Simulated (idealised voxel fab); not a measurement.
Documented hereafter: the process module known as voxel capacitor over wiring.
It is cross-section cut that appears here, measuring 295 nm in width, its square cells being 5 nm in size.
Cross-section spec: square-cell grid; bands listed top down; each band is one or more rows.
First you get the band's top height and its bottom height, in nm, and then the materials it's made of, left to right, with each width in nm. If you see a single material with "everywhere", that one covers the band edge to edge. "blank" is empty space.
Height 0 is the level under which the wafer as received is all one material. The lowest band goes on downwards, as in "z 0 and below".
Read "30->40" as a graded width: first number on top, second number at the bottom, same change between each pair of neighbouring rows.
What does "no modification" mean for a step? It means no cell of the cross-section changed in that step.
Basically, "Sealed internal voids" tells you about the enclosed voids: empty spaces with no open way to the top, 8 cells or bigger, each written width x height at distance, where distance is from the left edge, all in nm.
after a step's settings: what the simulator itself notes on the step
The line of a step may include "overlay nm". On a step with a mask, this value is how far to the right of its planned place the mask lay. A negative value means the mask lay to the left.
[Steps in the process plan]
1. RECEIVE (material Si)
2. CONFORMAL_DEP (material SiO2; thk nm 15)
3. DIRECTIONAL_DEP (material TiN; thk nm 5)
4. DIRECTIONAL_DEP (material W; thk nm 15)
5. PATTERN (tone cover; mask id METAL_1; material resist; width nm 25; pitch nm 95; thk nm 15; overlay nm 0)
6. DIRECTIONAL_ETCH (etch materials W; depth nm 15)
7. DIRECTIONAL_ETCH (etch materials TiN; depth nm 5)
8. STRIP (etch materials resist)
9. CONFORMAL_DEP (material SiCN; thk nm 5)
10. FILL_DEP (material SiO2; thk nm 5)
11. CMP (height nm 35)
12. CONFORMAL_DEP (material SiCN; thk nm 5)
13. DIRECTIONAL_DEP (material lowk; thk nm 15)
14. MASKED_ETCH (tone open; mask id PLUG_1; width nm 15; etch materials lowk; depth nm 15; overlay nm 0)
15. MASKED_ETCH (tone open; mask id PLUG_1; width nm 15; etch materials SiCN; depth nm 5; overlay nm 0)
16. CONFORMAL_DEP (material TiN; thk nm 5)
17. FILL_DEP (material Ru; thk nm 5)
18. CMP (height nm 55)
19. DIRECTIONAL_DEP (material TiN; thk nm 5)
20. DIRECTIONAL_DEP (material Al2O3; thk nm 5)
21. DIRECTIONAL_DEP (material TiN; thk nm 5)
22. DIRECTIONAL_DEP (material aC; thk nm 15)
23. PATTERN (tone cover; mask id UPPER_PLATE; material resist; width nm 75; thk nm 35; overlay nm 0)
24. DIRECTIONAL_ETCH (etch materials aC; depth nm 15)
25. STRIP (etch materials resist)
26. DIRECTIONAL_ETCH (etch materials TiN; depth nm 5)
27. DIRECTIONAL_ETCH (etch materials Al2O3; depth nm 5)
28. STRIP (etch materials aC)
29. DIRECTIONAL_DEP (material aC; thk nm 10)
30. PATTERN (tone cover; mask id LOWER_PLATE; material resist; width nm 85; thk nm 25; overlay nm 0)
31. DIRECTIONAL_ETCH (etch materials aC; depth nm 10)
32. STRIP (etch materials resist)
33. DIRECTIONAL_ETCH (etch materials TiN; depth nm 5)
34. STRIP (etch materials aC)
35. FILL_DEP (material SiO2; thk nm 20)
36. CMP (height nm 85)
37. PATTERN (tone open; mask id PLUG_2; material resist; width nm 15; thk nm 20; overlay nm 0)
38. DIRECTIONAL_ETCH (etch materials SiO2; depth nm 15)
39. STRIP (etch materials resist)
40. CONFORMAL_DEP (material TiN; thk nm 5)
41. FILL_DEP (material W; thk nm 5)
42. CMP (height nm 85)
43. CONFORMAL_DEP (material SiN; thk nm 5)
[The first of the two wafers, which ran as planned]
[Cross-section of the incoming wafer, state after step 1]
  z 0 and below | Si everywhere
  Sealed internal voids: none
[The wafer, seen in cross-section, after step 2]
  z 15 to 0 | SiO2 everywhere
  All layers under 0 are left as they were.
[The wafer, seen in cross-section, after step 3]
  z 20 to 15 | TiN everywhere
  All layers under 15 are left as they were.
[The wafer, seen in cross-section, after step 4]
  z 35 to 20 | W everywhere
  All layers under 20 are left as they were.
[The wafer, seen in cross-section, after step 5]
  z 50 to 35 | blank: 85, then resist: 25, then blank: 70, then resist: 25, then blank: 90
  All layers under 35 are left as they were.
[The wafer, seen in cross-section, after step 6]
  z 50 to 35 | blank: 85, then resist: 25, then blank: 70, then resist: 25, then blank: 90
  z 35 to 20 | blank: 85, then W: 25, then blank: 70, then W: 25, then blank: 90
  All layers under 20 are left as they were.
[The wafer, seen in cross-section, after step 7]
  z 50 to 35 | blank: 85, then resist: 25, then blank: 70, then resist: 25, then blank: 90
  z 35 to 20 | blank: 85, then W: 25, then blank: 70, then W: 25, then blank: 90
  z 20 to 15 | blank: 85, then TiN: 25, then blank: 70, then TiN: 25, then blank: 90
  All layers under 15 are left as they were.
[The wafer, seen in cross-section, after step 8]
  z 35 to 20 | blank: 85, then W: 25, then blank: 70, then W: 25, then blank: 90
  All layers under 20 are left as they were.
[The wafer, seen in cross-section, after step 9]
  z 40 to 35 | blank: 80, then SiCN: 35, then blank: 60, then SiCN: 35, then blank: 85
  z 35 to 20 | blank: 80, then SiCN: 5, then W: 25, then SiCN: 5, then blank: 60, then SiCN: 5, then W: 25, then SiCN: 5, then blank: 85
  z 20 to 15 | SiCN: 85, then TiN: 25, then SiCN: 70, then TiN: 25, then SiCN: 90
  All layers under 15 are left as they were.
[The wafer, seen in cross-section, after step 10]
  z 45 to 40 | SiO2 everywhere
  z 40 to 35 | SiO2: 80, then SiCN: 35, then SiO2: 60, then SiCN: 35, then SiO2: 85
  z 35 to 20 | SiO2: 80, then SiCN: 5, then W: 25, then SiCN: 5, then SiO2: 60, then SiCN: 5, then W: 25, then SiCN: 5, then SiO2: 85
  All layers under 20 are left as they were.
[The wafer, seen in cross-section, after step 11]
  z 35 to 20 | SiO2: 80, then SiCN: 5, then W: 25, then SiCN: 5, then SiO2: 60, then SiCN: 5, then W: 25, then SiCN: 5, then SiO2: 85
  All layers under 20 are left as they were.
[The wafer, seen in cross-section, after step 12]
  z 40 to 35 | SiCN everywhere
  All layers under 35 are left as they were.
[The wafer, seen in cross-section, after step 13]
  z 55 to 40 | lowk everywhere
  All layers under 40 are left as they were.
[The wafer, seen in cross-section, after step 14]
  z 55 to 40 | lowk: 95, then blank: 15, then lowk: 185
  All layers under 40 are left as they were.
[The wafer, seen in cross-section, after step 15]
  z 55 to 40 | lowk: 95, then blank: 15, then lowk: 185
  z 40 to 35 | SiCN: 95, then blank: 15, then SiCN: 185
  All layers under 35 are left as they were.
[The wafer, seen in cross-section, after step 16]
  z 60 to 55 | TiN: 100, then blank: 5, then TiN: 190
  z 55 to 40 | lowk: 95, then TiN: 5, then blank: 5, then TiN: 5, then lowk: 185
  z 40 to 35 | SiCN: 95, then TiN: 15, then SiCN: 185
  All layers under 35 are left as they were.
[The wafer, seen in cross-section, after step 17]
  z 65 to 60 | Ru everywhere
  z 60 to 55 | TiN: 100, then Ru: 5, then TiN: 190
  z 55 to 40 | lowk: 95, then TiN: 5, then Ru: 5, then TiN: 5, then lowk: 185
  All layers under 40 are left as they were.
[The wafer, seen in cross-section, after step 18]
  z 55 to 40 | lowk: 95, then TiN: 5, then Ru: 5, then TiN: 5, then lowk: 185
  All layers under 40 are left as they were.
[The wafer, seen in cross-section, after step 19]
  z 60 to 55 | TiN everywhere
  All layers under 55 are left as they were.
[The wafer, seen in cross-section, after step 20]
  z 65 to 60 | Al2O3 everywhere
  All layers under 60 are left as they were.
[The wafer, seen in cross-section, after step 21]
  z 70 to 65 | TiN everywhere
  All layers under 65 are left as they were.
[The wafer, seen in cross-section, after step 22]
  z 85 to 70 | aC everywhere
  All layers under 70 are left as they were.
[The wafer, seen in cross-section, after step 23]
  z 120 to 85 | blank: 95, then resist: 75, then blank: 125
  All layers under 85 are left as they were.
[The wafer, seen in cross-section, after step 24]
  z 105 to 85 | blank: 95, then resist: 75, then blank: 125
  z 85 to 70 | blank: 95, then aC: 75, then blank: 125
  All layers under 70 are left as they were.
[The wafer, seen in cross-section, after step 25]
  z 85 to 70 | blank: 95, then aC: 75, then blank: 125
  All layers under 70 are left as they were.
[The wafer, seen in cross-section, after step 26]
  z 85 to 70 | blank: 95, then aC: 75, then blank: 125
  z 70 to 65 | blank: 95, then TiN: 75, then blank: 125
  All layers under 65 are left as they were.
[The wafer, seen in cross-section, after step 27]
  z 85 to 70 | blank: 95, then aC: 75, then blank: 125
  z 70 to 65 | blank: 95, then TiN: 75, then blank: 125
  z 65 to 60 | blank: 95, then Al2O3: 75, then blank: 125
  All layers under 60 are left as they were.
[The wafer, seen in cross-section, after step 28]
  z 70 to 65 | blank: 95, then TiN: 75, then blank: 125
  All layers under 65 are left as they were.
[The wafer, seen in cross-section, after step 29]
  z 80 to 70 | blank: 95, then aC: 75, then blank: 125
  z 70 to 65 | aC: 95, then TiN: 75, then aC: 125
  z 65 to 60 | aC: 95, then Al2O3: 75, then aC: 125
  All layers under 60 are left as they were.
[The wafer, seen in cross-section, after step 30]
  z 105 to 80 | blank: 90, then resist: 85, then blank: 120
  z 80 to 70 | blank: 90, then resist: 5, then aC: 75, then resist: 5, then blank: 120
  All layers under 70 are left as they were.
[The wafer, seen in cross-section, after step 31]
  z 95 to 80 | blank: 90, then resist: 85, then blank: 120
  z 80 to 70 | blank: 90, then resist: 5, then aC: 75, then resist: 5, then blank: 120
  z 70 to 65 | blank: 90, then aC: 5, then TiN: 75, then aC: 5, then blank: 120
  z 65 to 60 | blank: 90, then aC: 5, then Al2O3: 75, then aC: 5, then blank: 120
  All layers under 60 are left as they were.
[The wafer, seen in cross-section, after step 32]
  z 80 to 70 | blank: 95, then aC: 75, then blank: 125
  All layers under 70 are left as they were.
[The wafer, seen in cross-section, after step 33]
  z 80 to 70 | blank: 95, then aC: 75, then blank: 125
  z 70 to 65 | blank: 90, then aC: 5, then TiN: 75, then aC: 5, then blank: 120
  z 65 to 60 | blank: 90, then aC: 5, then Al2O3: 75, then aC: 5, then blank: 120
  z 60 to 55 | blank: 90, then TiN: 85, then blank: 120
  All layers under 55 are left as they were.
[The wafer, seen in cross-section, after step 34]
  z 70 to 65 | blank: 95, then TiN: 75, then blank: 125
  z 65 to 60 | blank: 95, then Al2O3: 75, then blank: 125
  All layers under 60 are left as they were.
[The wafer, seen in cross-section, after step 35]
  z 90 to 70 | SiO2 everywhere
  z 70 to 65 | SiO2: 95, then TiN: 75, then SiO2: 125
  z 65 to 60 | SiO2: 95, then Al2O3: 75, then SiO2: 125
  z 60 to 55 | SiO2: 90, then TiN: 85, then SiO2: 120
  All layers under 55 are left as they were.
[The wafer, seen in cross-section, after step 36]
  z 85 to 70 | SiO2 everywhere
  All layers under 70 are left as they were.
[The wafer, seen in cross-section, after step 37]
  z 105 to 85 | resist: 105, then blank: 15, then resist: 175
  All layers under 85 are left as they were.
[The wafer, seen in cross-section, after step 38]
  z 105 to 85 | resist: 105, then blank: 15, then resist: 175
  z 85 to 70 | SiO2: 105, then blank: 15, then SiO2: 175
  All layers under 70 are left as they were.
[The wafer, seen in cross-section, after step 39]
  z 85 to 70 | SiO2: 105, then blank: 15, then SiO2: 175
  All layers under 70 are left as they were.
[The wafer, seen in cross-section, after step 40]
  z 90 to 85 | TiN: 110, then blank: 5, then TiN: 180
  z 85 to 75 | SiO2: 105, then TiN: 5, then blank: 5, then TiN: 5, then SiO2: 175
  z 75 to 65 | SiO2: 105->95, then TiN: 15->75, then SiO2: 175->125
  All layers under 65 are left as they were.
[The wafer, seen in cross-section, after step 41]
  z 95 to 90 | W everywhere
  z 90 to 85 | TiN: 110, then W: 5, then TiN: 180
  z 85 to 75 | SiO2: 105, then TiN: 5, then W: 5, then TiN: 5, then SiO2: 175
  All layers under 75 are left as they were.
[The wafer, seen in cross-section, after step 42]
  z 85 to 75 | SiO2: 105, then TiN: 5, then W: 5, then TiN: 5, then SiO2: 175
  All layers under 75 are left as they were.
[The wafer, seen in cross-section, after step 43]
  z 90 to 85 | SiN everywhere
  All layers under 85 are left as they were.
[Now the other wafer: same start, same recipe, but we messed up one thing when running it. Up to and including step 15 it's the same as the first one]
[Second wafer, cross-section, planned end of step 16]
  z 60 to 55 | SiN: 100, then blank: 5, then SiN: 190
  z 55 to 40 | lowk: 95, then SiN: 5, then blank: 5, then SiN: 5, then lowk: 185
  z 40 to 35 | SiCN: 95, then SiN: 15, then SiCN: 185
  All layers under 35 are left as they were.
[Second wafer, cross-section, planned end of step 17]
  z 65 to 60 | Ru everywhere
  z 60 to 55 | SiN: 100, then Ru: 5, then SiN: 190
  z 55 to 40 | lowk: 95, then SiN: 5, then Ru: 5, then SiN: 5, then lowk: 185
  All layers under 40 are left as they were.
[Second wafer, cross-section, planned end of step 18]
  z 55 to 40 | lowk: 95, then SiN: 5, then Ru: 5, then SiN: 5, then lowk: 185
  All layers under 40 are left as they were.
[Second wafer, cross-section, planned end of step 19]
  z 60 to 55 | TiN everywhere
  All layers under 55 are left as they were.
[Second wafer, cross-section, planned end of step 20]
  z 65 to 60 | Al2O3 everywhere
  All layers under 60 are left as they were.
[Second wafer, cross-section, planned end of step 21]
  z 70 to 65 | TiN everywhere
  All layers under 65 are left as they were.
[Second wafer, cross-section, planned end of step 22]
  z 85 to 70 | aC everywhere
  All layers under 70 are left as they were.
[Second wafer, cross-section, planned end of step 23]
  z 120 to 85 | blank: 95, then resist: 75, then blank: 125
  All layers under 85 are left as they were.
[Second wafer, cross-section, planned end of step 24]
  z 105 to 85 | blank: 95, then resist: 75, then blank: 125
  z 85 to 70 | blank: 95, then aC: 75, then blank: 125
  All layers under 70 are left as they were.
[Second wafer, cross-section, planned end of step 25]
  z 85 to 70 | blank: 95, then aC: 75, then blank: 125
  All layers under 70 are left as they were.
[Second wafer, cross-section, planned end of step 26]
  z 85 to 70 | blank: 95, then aC: 75, then blank: 125
  z 70 to 65 | blank: 95, then TiN: 75, then blank: 125
  All layers under 65 are left as they were.
[Second wafer, cross-section, planned end of step 27]
  z 85 to 70 | blank: 95, then aC: 75, then blank: 125
  z 70 to 65 | blank: 95, then TiN: 75, then blank: 125
  z 65 to 60 | blank: 95, then Al2O3: 75, then blank: 125
  All layers under 60 are left as they were.
[Second wafer, cross-section, planned end of step 28]
  z 70 to 65 | blank: 95, then TiN: 75, then blank: 125
  All layers under 65 are left as they were.
[Second wafer, cross-section, planned end of step 29]
  z 80 to 70 | blank: 95, then aC: 75, then blank: 125
  z 70 to 65 | aC: 95, then TiN: 75, then aC: 125
  z 65 to 60 | aC: 95, then Al2O3: 75, then aC: 125
  All layers under 60 are left as they were.
[Second wafer, cross-section, planned end of step 30]
  z 105 to 80 | blank: 90, then resist: 85, then blank: 120
  z 80 to 70 | blank: 90, then resist: 5, then aC: 75, then resist: 5, then blank: 120
  All layers under 70 are left as they were.
[Second wafer, cross-section, planned end of step 31]
  z 95 to 80 | blank: 90, then resist: 85, then blank: 120
  z 80 to 70 | blank: 90, then resist: 5, then aC: 75, then resist: 5, then blank: 120
  z 70 to 65 | blank: 90, then aC: 5, then TiN: 75, then aC: 5, then blank: 120
  z 65 to 60 | blank: 90, then aC: 5, then Al2O3: 75, then aC: 5, then blank: 120
  All layers under 60 are left as they were.
[Second wafer, cross-section, planned end of step 32]
  z 80 to 70 | blank: 95, then aC: 75, then blank: 125
  All layers under 70 are left as they were.
[Second wafer, cross-section, planned end of step 33]
  z 80 to 70 | blank: 95, then aC: 75, then blank: 125
  z 70 to 65 | blank: 90, then aC: 5, then TiN: 75, then aC: 5, then blank: 120
  z 65 to 60 | blank: 90, then aC: 5, then Al2O3: 75, then aC: 5, then blank: 120
  z 60 to 55 | blank: 90, then TiN: 85, then blank: 120
  All layers under 55 are left as they were.
[Second wafer, cross-section, planned end of step 34]
  z 70 to 65 | blank: 95, then TiN: 75, then blank: 125
  z 65 to 60 | blank: 95, then Al2O3: 75, then blank: 125
  All layers under 60 are left as they were.
[Second wafer, cross-section, planned end of step 35]
  z 90 to 70 | SiO2 everywhere
  z 70 to 65 | SiO2: 95, then TiN: 75, then SiO2: 125
  z 65 to 60 | SiO2: 95, then Al2O3: 75, then SiO2: 125
  z 60 to 55 | SiO2: 90, then TiN: 85, then SiO2: 120
  All layers under 55 are left as they were.
[Second wafer, cross-section, planned end of step 36]
  z 85 to 70 | SiO2 everywhere
  All layers under 70 are left as they were.
[Second wafer, cross-section, planned end of step 37]
  z 105 to 85 | resist: 105, then blank: 15, then resist: 175
  All layers under 85 are left as they were.
[Second wafer, cross-section, planned end of step 38]
  z 105 to 85 | resist: 105, then blank: 15, then resist: 175
  z 85 to 70 | SiO2: 105, then blank: 15, then SiO2: 175
  All layers under 70 are left as they were.
[Second wafer, cross-section, planned end of step 39]
  z 85 to 70 | SiO2: 105, then blank: 15, then SiO2: 175
  All layers under 70 are left as they were.
[Second wafer, cross-section, planned end of step 40]
  z 90 to 85 | TiN: 110, then blank: 5, then TiN: 180
  z 85 to 75 | SiO2: 105, then TiN: 5, then blank: 5, then TiN: 5, then SiO2: 175
  z 75 to 65 | SiO2: 105->95, then TiN: 15->75, then SiO2: 175->125
  All layers under 65 are left as they were.
[Second wafer, cross-section, planned end of step 41]
  z 95 to 90 | W everywhere
  z 90 to 85 | TiN: 110, then W: 5, then TiN: 180
  z 85 to 75 | SiO2: 105, then TiN: 5, then W: 5, then TiN: 5, then SiO2: 175
  All layers under 75 are left as they were.
[Second wafer, cross-section, planned end of step 42]
  z 85 to 75 | SiO2: 105, then TiN: 5, then W: 5, then TiN: 5, then SiO2: 175
  All layers under 75 are left as they were.
[Second wafer, cross-section, planned end of step 43]
  z 90 to 85 | SiN everywhere
  All layers under 85 are left as they were.
Short version of what went wrong: step 16, actual vs plan mismatch, actual run CONFORMAL_DEP (material SiN; thk nm 5)
In the final state, the cell counts of the second wafer exceed or fall short of those of the first for the following materials: SiN +9, TiN -9
